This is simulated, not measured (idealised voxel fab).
process module | voxel capacitor over wiring
cross-section cut | 260 nm wide | cells 5 nm
A cross-section is a grid of square cells, given in bands from the top down. A band is one or more rows of cells.
Each band's line starts with the height of the band's top and of its bottom, in nm. Then come its materials from left to right, each with its width in nm. One material with "throughout" fills the band from edge to edge. "air" is empty space.
Height 0 is the level under which the wafer as received is all one material. The lowest band goes on downwards, as in "0 down".
A width such as "30 to 40" changes by the same amount from each row of cells to the next, from the band's top row to its bottom row.
"no change" after a step means that no cell of the cross-section changed.
closed voids: empty space of 8 cells or more with no open way to the top, each as width x height at its distance from the left edge, in nm
after a step's settings: what the simulator itself notes on the step
overlay nm, on a step with a mask: how far to the right of its planned place the mask lay; to the left if negative
plan
1 op RECEIVE | material Si
2 op CONFORMAL_DEP | material SiO2 | thk nm 10
3 op CONFORMAL_DEP | material SiN | thk nm 5
4 op DIRECTIONAL_DEP | material SiO2 | thk nm 20
5 op MASKED_ETCH | tone open | mask id METAL_1 | width nm 25 | pitch nm 75 | etch materials SiO2 | depth nm 20 | overlay nm 0
6 op MASKED_ETCH | tone open | mask id METAL_1 | width nm 25 | pitch nm 75 | etch materials SiN | depth nm 5 | overlay nm 0
7 op CONFORMAL_DEP | material TiN | thk nm 5
8 op FILL_DEP | material Cu | thk nm 5
9 op CMP | height nm 35
10 op CONFORMAL_DEP | material SiCN | thk nm 5
11 op DIRECTIONAL_DEP | material SiO2 | thk nm 20
12 op DIRECTIONAL_DEP | material aC | thk nm 10
13 op PATTERN | tone open | mask id PLUG_1 | material resist | width nm 15 | thk nm 25 | overlay nm 0
14 op DIRECTIONAL_ETCH | etch materials aC | depth nm 10
15 op STRIP | etch materials resist
16 op DIRECTIONAL_ETCH | etch materials SiO2 | depth nm 20
17 op DIRECTIONAL_ETCH | etch materials SiCN | depth nm 5
18 op STRIP | etch materials aC
19 op EPI | material Ru | thk nm 10
20 op EPI | material Ru | thk nm 10
21 op EPI | material Ru | thk nm 5
22 op DIRECTIONAL_DEP | material TiN | thk nm 5
23 op DIRECTIONAL_DEP | material HfO2 | thk nm 5
24 op DIRECTIONAL_DEP | material TiN | thk nm 5
25 op PATTERN | tone cover | mask id UPPER_PLATE | material resist | width nm 55 | thk nm 20 | overlay nm 0
26 op DIRECTIONAL_ETCH | etch materials TiN | depth nm 5
27 op DIRECTIONAL_ETCH | etch materials HfO2 | depth nm 5
28 op STRIP | etch materials resist
29 op PATTERN | tone cover | mask id LOWER_PLATE | material resist | width nm 65 | thk nm 20 | overlay nm 0
30 op DIRECTIONAL_ETCH | etch materials TiN | depth nm 5
31 op STRIP | etch materials resist
32 op FILL_DEP | material SiO2 | thk nm 20
33 op CMP | height nm 90
34 op DIRECTIONAL_DEP | material aC | thk nm 15
35 op PATTERN | tone open | mask id PLUG_2 | material resist | width nm 15 | thk nm 35 | overlay nm 0
36 op DIRECTIONAL_ETCH | etch materials aC | depth nm 15
37 op STRIP | etch materials resist
38 op DIRECTIONAL_ETCH | etch materials SiO2 | depth nm 15
39 op STRIP | etch materials aC
40 op CONFORMAL_DEP | material TiN | thk nm 5
41 op FILL_DEP | material Ru | thk nm 5
42 op CMP | height nm 90
43 op CONFORMAL_DEP | material SiCN | thk nm 5
first wafer, as planned
as received, after step 1
  0 down: Si throughout
  closed voids: none
after step 2
  10 to 0: SiO2 throughout
  below 0: unchanged
after step 3
  15 to 10: SiN throughout
  below 10: unchanged
after step 4
  35 to 15: SiO2 throughout
  below 15: unchanged
after step 5
  35 to 15: SiO2 80 | air 25 | SiO2 50 | air 25 | SiO2 80
  below 15: unchanged
after step 6
  35 to 15: SiO2 80 | air 25 | SiO2 50 | air 25 | SiO2 80
  15 to 10: SiN 80 | air 25 | SiN 50 | air 25 | SiN 80
  below 10: unchanged
after step 7
  40 to 35: TiN 85 | air 15 | TiN 60 | air 15 | TiN 85
  35 to 15: SiO2 80 | TiN 5 | air 15 | TiN 5 | SiO2 50 | TiN 5 | air 15 | TiN 5 | SiO2 80
  15 to 10: SiN 80 | TiN 25 | SiN 50 | TiN 25 | SiN 80
  below 10: unchanged
after step 8
  45 to 40: Cu throughout
  40 to 35: TiN 85 | Cu 15 | TiN 60 | Cu 15 | TiN 85
  35 to 15: SiO2 80 | TiN 5 | Cu 15 | TiN 5 | SiO2 50 | TiN 5 | Cu 15 | TiN 5 | SiO2 80
  below 15: unchanged
after step 9
  35 to 15: SiO2 80 | TiN 5 | Cu 15 | TiN 5 | SiO2 50 | TiN 5 | Cu 15 | TiN 5 | SiO2 80
  below 15: unchanged
after step 10
  40 to 35: SiCN throughout
  below 35: unchanged
after step 11
  60 to 40: SiO2 throughout
  below 40: unchanged
after step 12
  70 to 60: aC throughout
  below 60: unchanged
after step 13
  95 to 70: resist 90 | air 15 | resist 155
  below 70: unchanged
after step 14
  85 to 70: resist 90 | air 15 | resist 155
  70 to 60: aC 90 | air 15 | aC 155
  below 60: unchanged
after step 15
  70 to 60: aC 90 | air 15 | aC 155
  below 60: unchanged
after step 16
  70 to 60: aC 90 | air 15 | aC 155
  60 to 40: SiO2 90 | air 15 | SiO2 155
  below 40: unchanged
after step 17
  70 to 60: aC 90 | air 15 | aC 155
  60 to 40: SiO2 90 | air 15 | SiO2 155
  40 to 35: SiCN 90 | air 15 | SiCN 155
  below 35: unchanged
after step 18
  60 to 40: SiO2 90 | air 15 | SiO2 155
  below 40: unchanged
after step 19
  60 to 45: SiO2 90 | air 15 | SiO2 155
  45 to 40: SiO2 90 | Ru 15 | SiO2 155
  40 to 35: SiCN 90 | Ru 15 | SiCN 155
  below 35: unchanged
after step 20
  60 to 55: SiO2 90 | air 15 | SiO2 155
  55 to 40: SiO2 90 | Ru 15 | SiO2 155
  below 40: unchanged
after step 21
  60 to 40: SiO2 90 | Ru 15 | SiO2 155
  below 40: unchanged
after step 22
  65 to 60: TiN throughout
  below 60: unchanged
after step 23
  70 to 65: HfO2 throughout
  below 65: unchanged
after step 24
  75 to 70: TiN throughout
  below 70: unchanged
after step 25
  95 to 75: air 90 | resist 55 | air 115
  below 75: unchanged
after step 26
  95 to 75: air 90 | resist 55 | air 115
  75 to 70: air 90 | TiN 55 | air 115
  below 70: unchanged
after step 27
  95 to 75: air 90 | resist 55 | air 115
  75 to 70: air 90 | TiN 55 | air 115
  70 to 65: air 90 | HfO2 55 | air 115
  below 65: unchanged
after step 28
  75 to 70: air 90 | TiN 55 | air 115
  below 70: unchanged
after step 29
  95 to 75: air 85 | resist 65 | air 110
  75 to 70: air 85 | resist 5 | TiN 55 | resist 5 | air 110
  70 to 65: air 85 | resist 5 | HfO2 55 | resist 5 | air 110
  below 65: unchanged
after step 30
  95 to 75: air 85 | resist 65 | air 110
  75 to 70: air 85 | resist 5 | TiN 55 | resist 5 | air 110
  70 to 65: air 85 | resist 5 | HfO2 55 | resist 5 | air 110
  65 to 60: air 85 | TiN 65 | air 110
  below 60: unchanged
after step 31
  75 to 70: air 90 | TiN 55 | air 115
  70 to 65: air 90 | HfO2 55 | air 115
  below 65: unchanged
after step 32
  95 to 75: SiO2 throughout
  75 to 70: SiO2 90 | TiN 55 | SiO2 115
  70 to 65: SiO2 90 | HfO2 55 | SiO2 115
  65 to 60: SiO2 85 | TiN 65 | SiO2 110
  below 60: unchanged
after step 33
  90 to 75: SiO2 throughout
  below 75: unchanged
after step 34
  105 to 90: aC throughout
  below 90: unchanged
after step 35
  140 to 105: resist 100 | air 15 | resist 145
  below 105: unchanged
after step 36
  125 to 105: resist 100 | air 15 | resist 145
  105 to 90: aC 100 | air 15 | aC 145
  below 90: unchanged
after step 37
  105 to 90: aC 100 | air 15 | aC 145
  below 90: unchanged
after step 38
  105 to 90: aC 100 | air 15 | aC 145
  90 to 75: SiO2 100 | air 15 | SiO2 145
  below 75: unchanged
after step 39
  90 to 75: SiO2 100 | air 15 | SiO2 145
  below 75: unchanged
after step 40
  95 to 90: TiN 105 | air 5 | TiN 150
  90 to 80: SiO2 100 | TiN 5 | air 5 | TiN 5 | SiO2 145
  80 to 70: SiO2 100 to 90 | TiN 15 to 55 | SiO2 145 to 115
  below 70: unchanged
after step 41
  100 to 95: Ru throughout
  95 to 90: TiN 105 | Ru 5 | TiN 150
  90 to 80: SiO2 100 | TiN 5 | Ru 5 | TiN 5 | SiO2 145
  below 80: unchanged
after step 42
  90 to 80: SiO2 100 | TiN 5 | Ru 5 | TiN 5 | SiO2 145
  below 80: unchanged
after step 43
  95 to 90: SiCN throughout
  below 90: unchanged
second wafer: like start, like plan, one mistake. Through step 9 it matches the first wafer
when step 10 should have ended
  55 to 35: SiO2 throughout
  below 35: unchanged
when step 11 should have ended
  60 to 55: SiCN throughout
  below 55: unchanged
when step 12 should have ended
  70 to 60: aC throughout
  below 60: unchanged
when step 13 should have ended
  95 to 70: resist 90 | air 15 | resist 155
  below 70: unchanged
when step 14 should have ended
  85 to 70: resist 90 | air 15 | resist 155
  70 to 60: aC 90 | air 15 | aC 155
  below 60: unchanged
when step 15 should have ended
  70 to 60: aC 90 | air 15 | aC 155
  below 60: unchanged
when step 16 should have ended: no change
when step 17 should have ended
  70 to 60: aC 90 | air 15 | aC 155
  60 to 55: SiCN 90 | air 15 | SiCN 155
  below 55: unchanged
when step 18 should have ended
  60 to 55: SiCN 90 | air 15 | SiCN 155
  below 55: unchanged
when step 19 should have ended: no change
when step 20 should have ended: no change
when step 21 should have ended: no change
when step 22 should have ended
  65 to 60: TiN 90 | air 15 | TiN 155
  60 to 55: SiCN 90 | TiN 15 | SiCN 155
  below 55: unchanged
when step 23 should have ended
  70 to 65: HfO2 90 | air 15 | HfO2 155
  65 to 60: TiN 90 | HfO2 15 | TiN 155
  below 60: unchanged
when step 24 should have ended
  75 to 70: TiN 90 | air 15 | TiN 155
  70 to 65: HfO2 90 | TiN 15 | HfO2 155
  below 65: unchanged
when step 25 should have ended
  95 to 75: air 90 | resist 55 | air 115
  75 to 70: TiN 90 | resist 15 | TiN 155
  below 70: unchanged
when step 26 should have ended
  95 to 75: air 90 | resist 55 | air 115
  75 to 70: air 90 | resist 15 | TiN 40 | air 115
  below 70: unchanged
when step 27 should have ended
  95 to 75: air 90 | resist 55 | air 115
  75 to 70: air 90 | resist 15 | TiN 40 | air 115
  70 to 65: air 90 | TiN 15 | HfO2 40 | air 115
  below 65: unchanged
when step 28 should have ended
  75 to 70: air 105 | TiN 40 | air 115
  below 70: unchanged
when step 29 should have ended
  95 to 75: air 85 | resist 65 | air 110
  75 to 70: air 85 | resist 20 | TiN 40 | resist 5 | air 110
  70 to 65: air 85 | resist 5 | TiN 15 | HfO2 40 | resist 5 | air 110
  below 65: unchanged
when step 30 should have ended
  95 to 75: air 85 | resist 65 | air 110
  75 to 70: air 85 | resist 20 | TiN 40 | resist 5 | air 110
  70 to 65: air 85 | resist 5 | TiN 15 | HfO2 40 | resist 5 | air 110
  65 to 60: air 85 | TiN 5 | HfO2 15 | TiN 45 | air 110
  below 60: unchanged
when step 31 should have ended
  75 to 70: air 105 | TiN 40 | air 115
  70 to 65: air 90 | TiN 15 | HfO2 40 | air 115
  below 65: unchanged
when step 32 should have ended
  95 to 75: SiO2 throughout
  75 to 70: SiO2 105 | TiN 40 | SiO2 115
  70 to 65: SiO2 90 | TiN 15 | HfO2 40 | SiO2 115
  65 to 60: SiO2 85 | TiN 5 | HfO2 15 | TiN 45 | SiO2 110
  below 60: unchanged
when step 33 should have ended
  90 to 75: SiO2 throughout
  below 75: unchanged
when step 34 should have ended
  105 to 90: aC throughout
  below 90: unchanged
when step 35 should have ended
  140 to 105: resist 100 | air 15 | resist 145
  below 105: unchanged
when step 36 should have ended
  125 to 105: resist 100 | air 15 | resist 145
  105 to 90: aC 100 | air 15 | aC 145
  below 90: unchanged
when step 37 should have ended
  105 to 90: aC 100 | air 15 | aC 145
  below 90: unchanged
when step 38 should have ended
  105 to 90: aC 100 | air 15 | aC 145
  90 to 75: SiO2 100 | air 15 | SiO2 145
  below 75: unchanged
when step 39 should have ended
  90 to 75: SiO2 100 | air 15 | SiO2 145
  below 75: unchanged
when step 40 should have ended
  95 to 90: TiN 105 | air 5 | TiN 150
  90 to 80: SiO2 100 | TiN 5 | air 5 | TiN 5 | SiO2 145
  80 to 70: SiO2 100 to 105 | TiN 15 to 40 | SiO2 145 to 115
  below 70: unchanged
when step 41 should have ended
  100 to 95: Ru throughout
  95 to 90: TiN 105 | Ru 5 | TiN 150
  90 to 80: SiO2 100 | TiN 5 | Ru 5 | TiN 5 | SiO2 145
  below 80: unchanged
when step 42 should have ended
  90 to 80: SiO2 100 | TiN 5 | Ru 5 | TiN 5 | SiO2 145
  below 80: unchanged
when step 43 should have ended
  95 to 90: SiCN throughout
  below 90: unchanged
what went wrong: steps 10 and 11 were swapped
at the end the second wafer has, in cells: 15 fewer of Ru | 15 more of SiO2
